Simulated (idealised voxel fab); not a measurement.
Proc. module: voxel gate over fins
Section cut is 160 nm wide and gridded with 5 nm square cells.
Cross-section, as written here: a square-cell grid given band by band from the top down, where a band holds one or more rows of cells.
In this notation a band is specified by the heights of its top and bottom, in that order and in nm, after which its materials appear from left to right, each paired with its width in nm. The word "all across" attached to a single material means that material fills the band from edge to edge; the word "air" stands for empty space.
Heights are expressed relative to 0, this being the level below which the as-received wafer comprises one material exclusively. The lowest band is unbounded in the downward direction and is denoted as in "0..down".
Width "30..40": first value at the band's top row of cells, second value at its bottom row, equal change from row to row.
A step reported as "left unchanged" is a step in which no cell of the cross-section changed.
For the entry "Fully closed voids", the listed items are empty spaces with no open way to the top whose size is 8 cells or more; each item follows the pattern width x height at distance, where distance is from the left edge and all three are in nm.
What comes after the settings on a step's line is commentary from the simulator itself on that step.
A step's line can hold "overlay nm"; with a mask on that step, the setting says how far right of the planned place the mask lay, while a negative setting says it lay to the left.
**Steps in the process plan**
step 1: RECEIVE,material Si
step 2: CONFORMAL_DEP,material SiN,thk nm 5
step 3: MASKED_ETCH,tone cover,mask id FINS,width nm 15,pitch nm 55,etch materials SiN,depth nm 5,overlay nm 0
step 4: MASKED_ETCH,tone cover,mask id FINS,width nm 15,pitch nm 55,etch materials Si,depth nm 35,overlay nm 0
step 5: OXIDIZE,depth nm 5
step 6: FILL_DEP,material SiO2,thk nm 5
step 7: CMP,height nm 5
step 8: PATTERN,tone open,mask id RAIL,material resist,width nm 15,thk nm 15,overlay nm 0
step 9: DIRECTIONAL_ETCH,etch materials SiO2,depth nm 35
step 10: STRIP,etch materials resist
step 11: CONFORMAL_DEP,material TiN,thk nm 5
step 12: FILL_DEP,material W,thk nm 10
step 13: CMP,height nm 5
step 14: SELECTIVE_ETCH,etch materials W Ru TiN,depth nm 25
step 15: FILL_DEP,material SiO2,thk nm 5
step 16: CMP,height nm 5
step 17: SELECTIVE_ETCH,etch materials SiO2,depth nm 20
step 18: STRIP,etch materials SiN
step 19: CONFORMAL_DEP,material HfO2,thk nm 5
step 20: CONFORMAL_DEP,material TiN,thk nm 5
step 21: CONFORMAL_DEP,material TiAl,thk nm 5
step 22: CONFORMAL_DEP,material TiN,thk nm 5
step 23: FILL_DEP,material W,thk nm 15
step 24: CMP,height nm 30
step 25: CONFORMAL_DEP,material SiN,thk nm 10
Every wafer here starts from the same state; it is the step 8 width nm that distinguishes them, and the value the plan gives belongs to the first wafer.
**So this is the first of several wafers, cross-sectioned as it came to us, meaning it's at the end of step 1**
	0..down  Si all across
	Fully closed voids: none
**Cross-section of the first of several wafers once the module has run through its last step, step 25**
	40..30  SiN all across
	30..20  W all across
	20..15  TiN=45 | W=10 | TiN=45 | W=10 | TiN=45 | W=5
	15..10  TiN=5 | TiAl=35 | TiN=5 | W=10 | TiN=5 | TiAl=35 | TiN=5 | W=10 | TiN=5 | TiAl=35 | TiN=5 | W=5
	10..5  TiN=5 | TiAl=5 | TiN=25 | TiAl=5 | TiN=5 | W=10 | TiN=5 | TiAl=5 | TiN=25 | TiAl=5 | TiN=5 | W=10 | TiN=5 | TiAl=5 | TiN=25 | TiAl=5 | TiN=5 | W=5
	5..0  TiN=5 | TiAl=5 | TiN=5 | HfO2=15 | TiN=5 | TiAl=5 | TiN=20 | TiAl=5 | TiN=5 | HfO2=15 | TiN=5 | TiAl=5 | TiN=20 | TiAl=5 | TiN=5 | HfO2=15 | TiN=5 | TiAl=5 | TiN=10
	0..-5  TiAl=10 | TiN=5 | HfO2=5 | Si=5 | HfO2=5 | TiN=5 | TiAl=30 | TiN=5 | HfO2=5 | Si=5 | HfO2=5 | TiN=5 | TiAl=30 | TiN=5 | HfO2=5 | Si=5 | HfO2=5 | TiN=5 | TiAl=15
	-5..-10  TiN=15 | HfO2=5 | Si=5 | HfO2=5 | TiN=40 | HfO2=5 | Si=5 | HfO2=5 | TiN=40 | HfO2=5 | Si=5 | HfO2=5 | TiN=20
	-10..-15  HfO2=20 | Si=5 | HfO2=50 | Si=5 | HfO2=50 | Si=5 | HfO2=25
	-15..-20  SiO2=20 | Si=5 | SiO2=50 | Si=5 | SiO2=50 | Si=5 | SiO2=25
	-20..-25  SiO2=20 | Si=5 | SiO2=15 | TiN=5 | W=5 | TiN=5 | SiO2=20 | Si=5 | SiO2=50 | Si=5 | SiO2=25
	-25..-30  SiO2=20 | Si=5 | SiO2=15 | TiN=15 | SiO2=20 | Si=5 | SiO2=50 | Si=5 | SiO2=25
	-30..-40  SiO2=20 | Si=5 | SiO2=50 | Si=5 | SiO2=50 | Si=5 | SiO2=25
	-40..down  Si all across
	Fully closed voids: none
**End of module: cross-section, last of several wafers**
	40..30  SiN all across
	30..20  W all across
	20..15  TiN=45 | W=10 | TiN=45 | W=10 | TiN=45 | W=5
	15..10  TiN=5 | TiAl=35 | TiN=5 | W=10 | TiN=5 | TiAl=35 | TiN=5 | W=10 | TiN=5 | TiAl=35 | TiN=5 | W=5
	10..5  TiN=5 | TiAl=5 | TiN=25 | TiAl=5 | TiN=5 | W=10 | TiN=5 | TiAl=5 | TiN=25 | TiAl=5 | TiN=5 | W=10 | TiN=5 | TiAl=5 | TiN=25 | TiAl=5 | TiN=5 | W=5
	5..0  TiN=5 | TiAl=5 | TiN=5 | HfO2=15 | TiN=5 | TiAl=5 | TiN=20 | TiAl=5 | TiN=5 | HfO2=15 | TiN=5 | TiAl=5 | TiN=20 | TiAl=5 | TiN=5 | HfO2=15 | TiN=5 | TiAl=5 | TiN=10
	0..-5  TiAl=10 | TiN=5 | HfO2=5 | Si=5 | HfO2=5 | TiN=5 | TiAl=30 | TiN=5 | HfO2=5 | Si=5 | HfO2=5 | TiN=5 | TiAl=30 | TiN=5 | HfO2=5 | Si=5 | HfO2=5 | TiN=5 | TiAl=15
	-5..-10  TiN=15 | HfO2=5 | Si=5 | HfO2=5 | TiN=40 | HfO2=5 | Si=5 | HfO2=5 | TiN=40 | HfO2=5 | Si=5 | HfO2=5 | TiN=20
	-10..-15  HfO2=20 | Si=5 | HfO2=50 | Si=5 | HfO2=50 | Si=5 | HfO2=25
	-15..-20  SiO2=20 | Si=5 | SiO2=50 | Si=5 | SiO2=50 | Si=5 | SiO2=25
	-20..-25  SiO2=20 | Si=5 | SiO2=10 | TiN=5 | W=20 | TiN=5 | SiO2=10 | Si=5 | SiO2=50 | Si=5 | SiO2=25
	-25..-30  SiO2=20 | Si=5 | SiO2=10 | TiN=30 | SiO2=10 | Si=5 | SiO2=50 | Si=5 | SiO2=25
	-30..-40  SiO2=20 | Si=5 | SiO2=50 | Si=5 | SiO2=50 | Si=5 | SiO2=25
	-40..down  Si all across
	Fully closed voids: none
**Per wafer (row), end of module: delta in cells per material since receipt, (+) for gained, (-) for lost; closed voids after that**
width nm 15 | +50 HfO2 | -232 Si | +64 SiN | +139 SiO2 | +50 TiAl | +105 TiN | +80 W | Fully closed voids: none
width nm 20 | +50 HfO2 | -232 Si | +64 SiN | +137 SiO2 | +50 TiAl | +106 TiN | +81 W | Fully closed voids: none
width nm 25 | +50 HfO2 | -232 Si | +64 SiN | +135 SiO2 | +50 TiAl | +107 TiN | +82 W | Fully closed voids: none
width nm 30 | +50 HfO2 | -232 Si | +64 SiN | +133 SiO2 | +50 TiAl | +108 TiN | +83 W | Fully closed voids: none
